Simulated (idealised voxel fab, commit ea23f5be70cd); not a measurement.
Title: Process Module voxel tone inversion
For reference, the cross-section in this document is cut, with width 180 nm and square cells of 5 nm.
A cross-section in this document is a grid of square cells, and it is written down as bands, the top band listed before the ones below it; a band is made up of one or more rows of cells. The band entry comprises the height of the band's top followed by the height of its bottom, expressed in nm, and subsequently the band's materials from left to right, each stated together with its width in nm. Where a single material is marked with the word "edge to edge", that material fills the band from edge to edge. The word "empty" represents empty space. Heights from 0 (as-received wafer is one material below). Bottom band endless downward, as "0 nm and below". Think of "30..40" as a width that walks from the first number to the second as you go down the band, top row to bottom row, taking equal-sized steps from row to row. Any step labelled "left unchanged" changed none of the cells in the cross-section. Closed empty spaces (no open way to the top) of 8 cells or more are what "Closed void listing" lists, each as width x height at distance from the left edge, nm for all three. Anything after a step's settings on that line? It's the simulator's own note about the step. "overlay nm" on a masked step: distance the mask lay right of its planned place, negative for left.
PLAN
| 1 | RECEIVE,material Si |
| 2 | CONFORMAL_DEP,material SiCN,thk nm 5 |
| 3 | DIRECTIONAL_DEP,material aC,thk nm 15 |
| 4 | PATTERN,tone cover,mask id POSTS,material resist,width nm 15,pitch nm 35,thk nm 20,overlay nm 0 |
| 5 | DIRECTIONAL_ETCH,etch materials aC,depth nm 15 |
| 6 | STRIP,etch materials resist |
| 7 | FILL_DEP,material SiO2,thk nm 10 |
| 8 | CMP,height nm 20 |
| 9 | STRIP,etch materials aC |
| 10 | CONFORMAL_DEP,material TiN,thk nm 5 |
| 11 | FILL_DEP,material Ru,thk nm 5 |
| 12 | CMP,height nm 20 |
| 13 | CONFORMAL_DEP,material SiCN,thk nm 5 |
THE FIRST OF A SET OF TWO WAFERS, RUN TO PLAN
HERE'S WHAT THE WAFER LOOKED LIKE IN CROSS-SECTION WHEN IT ARRIVED - THAT'S AFTER STEP 1
* 0 nm and below | Si edge to edge
* Closed void listing: none
UPON COMPLETION OF STEP 2, THE WAFER APPEARS IN CROSS-SECTION AS SHOWN
* 5 nm to 0 nm | SiCN edge to edge
* All layers under 0 are left as they were.
UPON COMPLETION OF STEP 3, THE WAFER APPEARS IN CROSS-SECTION AS SHOWN
* 20 nm to 5 nm | aC edge to edge
* All layers under 5 are left as they were.
UPON COMPLETION OF STEP 4, THE WAFER APPEARS IN CROSS-SECTION AS SHOWN
* 40 nm to 20 nm | 45 empty; 15 resist; 20 empty; 15 resist; 20 empty; 15 resist; 50 empty
* All layers under 20 are left as they were.
UPON COMPLETION OF STEP 5, THE WAFER APPEARS IN CROSS-SECTION AS SHOWN
* 25 nm to 20 nm | 45 empty; 15 resist; 20 empty; 15 resist; 20 empty; 15 resist; 50 empty
* 20 nm to 5 nm | 45 empty; 15 aC; 20 empty; 15 aC; 20 empty; 15 aC; 50 empty
* All layers under 5 are left as they were.
UPON COMPLETION OF STEP 6, THE WAFER APPEARS IN CROSS-SECTION AS SHOWN
* 20 nm to 5 nm | 45 empty; 15 aC; 20 empty; 15 aC; 20 empty; 15 aC; 50 empty
* All layers under 5 are left as they were.
UPON COMPLETION OF STEP 7, THE WAFER APPEARS IN CROSS-SECTION AS SHOWN
* 30 nm to 20 nm | SiO2 edge to edge
* 20 nm to 5 nm | 45 SiO2; 15 aC; 20 SiO2; 15 aC; 20 SiO2; 15 aC; 50 SiO2
* All layers under 5 are left as they were.
UPON COMPLETION OF STEP 8, THE WAFER APPEARS IN CROSS-SECTION AS SHOWN
* 20 nm to 5 nm | 45 SiO2; 15 aC; 20 SiO2; 15 aC; 20 SiO2; 15 aC; 50 SiO2
* All layers under 5 are left as they were.
UPON COMPLETION OF STEP 9, THE WAFER APPEARS IN CROSS-SECTION AS SHOWN
* 20 nm to 5 nm | 45 SiO2; 15 empty; 20 SiO2; 15 empty; 20 SiO2; 15 empty; 50 SiO2
* All layers under 5 are left as they were.
UPON COMPLETION OF STEP 10, THE WAFER APPEARS IN CROSS-SECTION AS SHOWN
* 25 nm to 20 nm | 50 TiN; 5 empty; 30 TiN; 5 empty; 30 TiN; 5 empty; 55 TiN
* 20 nm to 10 nm | 45 SiO2; 5 TiN; 5 empty; 5 TiN; 20 SiO2; 5 TiN; 5 empty; 5 TiN; 20 SiO2; 5 TiN; 5 empty; 5 TiN; 50 SiO2
* 10 nm to 5 nm | 45 SiO2; 15 TiN; 20 SiO2; 15 TiN; 20 SiO2; 15 TiN; 50 SiO2
* All layers under 5 are left as they were.
UPON COMPLETION OF STEP 11, THE WAFER APPEARS IN CROSS-SECTION AS SHOWN
* 30 nm to 25 nm | Ru edge to edge
* 25 nm to 20 nm | 50 TiN; 5 Ru; 30 TiN; 5 Ru; 30 TiN; 5 Ru; 55 TiN
* 20 nm to 10 nm | 45 SiO2; 5 TiN; 5 Ru; 5 TiN; 20 SiO2; 5 TiN; 5 Ru; 5 TiN; 20 SiO2; 5 TiN; 5 Ru; 5 TiN; 50 SiO2
* All layers under 10 are left as they were.
UPON COMPLETION OF STEP 12, THE WAFER APPEARS IN CROSS-SECTION AS SHOWN
* 20 nm to 10 nm | 45 SiO2; 5 TiN; 5 Ru; 5 TiN; 20 SiO2; 5 TiN; 5 Ru; 5 TiN; 20 SiO2; 5 TiN; 5 Ru; 5 TiN; 50 SiO2
* All layers under 10 are left as they were.
UPON COMPLETION OF STEP 13, THE WAFER APPEARS IN CROSS-SECTION AS SHOWN
* 25 nm to 20 nm | SiCN edge to edge
* All layers under 20 are left as they were.
SECOND WAFER. START AND PLAN AS FOR THE FIRST. ONE MISTAKE MADE IN RUNNING. AGREES WITH THE FIRST UP TO AND INCLUDING STEP 1
The second wafer in cross-section, at the planned close of step 2: left unchanged
THE SECOND WAFER IN CROSS-SECTION, AT THE PLANNED CLOSE OF STEP 3
* 15 nm to 0 nm | aC edge to edge
* All layers under 0 are left as they were.
THE SECOND WAFER IN CROSS-SECTION, AT THE PLANNED CLOSE OF STEP 4
* 35 nm to 15 nm | 45 empty; 15 resist; 20 empty; 15 resist; 20 empty; 15 resist; 50 empty
* All layers under 15 are left as they were.
THE SECOND WAFER IN CROSS-SECTION, AT THE PLANNED CLOSE OF STEP 5
* 20 nm to 15 nm | 45 empty; 15 resist; 20 empty; 15 resist; 20 empty; 15 resist; 50 empty
* 15 nm to 0 nm | 45 empty; 15 aC; 20 empty; 15 aC; 20 empty; 15 aC; 50 empty
* All layers under 0 are left as they were.
THE SECOND WAFER IN CROSS-SECTION, AT THE PLANNED CLOSE OF STEP 6
* 15 nm to 0 nm | 45 empty; 15 aC; 20 empty; 15 aC; 20 empty; 15 aC; 50 empty
* All layers under 0 are left as they were.
THE SECOND WAFER IN CROSS-SECTION, AT THE PLANNED CLOSE OF STEP 7
* 25 nm to 15 nm | SiO2 edge to edge
* 15 nm to 0 nm | 45 SiO2; 15 aC; 20 SiO2; 15 aC; 20 SiO2; 15 aC; 50 SiO2
* All layers under 0 are left as they were.
THE SECOND WAFER IN CROSS-SECTION, AT THE PLANNED CLOSE OF STEP 8
* 20 nm to 15 nm | SiO2 edge to edge
* All layers under 15 are left as they were.
The second wafer in cross-section, at the planned close of step 9: left unchanged
THE SECOND WAFER IN CROSS-SECTION, AT THE PLANNED CLOSE OF STEP 10
* 25 nm to 20 nm | TiN edge to edge
* All layers under 20 are left as they were.
THE SECOND WAFER IN CROSS-SECTION, AT THE PLANNED CLOSE OF STEP 11
* 30 nm to 25 nm | Ru edge to edge
* All layers under 25 are left as they were.
THE SECOND WAFER IN CROSS-SECTION, AT THE PLANNED CLOSE OF STEP 12
* 20 nm to 15 nm | SiO2 edge to edge
* All layers under 15 are left as they were.
THE SECOND WAFER IN CROSS-SECTION, AT THE PLANNED CLOSE OF STEP 13
* 25 nm to 20 nm | SiCN edge to edge
* All layers under 20 are left as they were.
Want to know what went wrong? step 2 of the plan got skipped, so it never ran
Final comparison by cell count, materials where the second wafer has more or fewer than the first: 6 fewer of Ru; 36 fewer of SiCN; 36 more of SiO2; 21 fewer of TiN; 27 more of aC
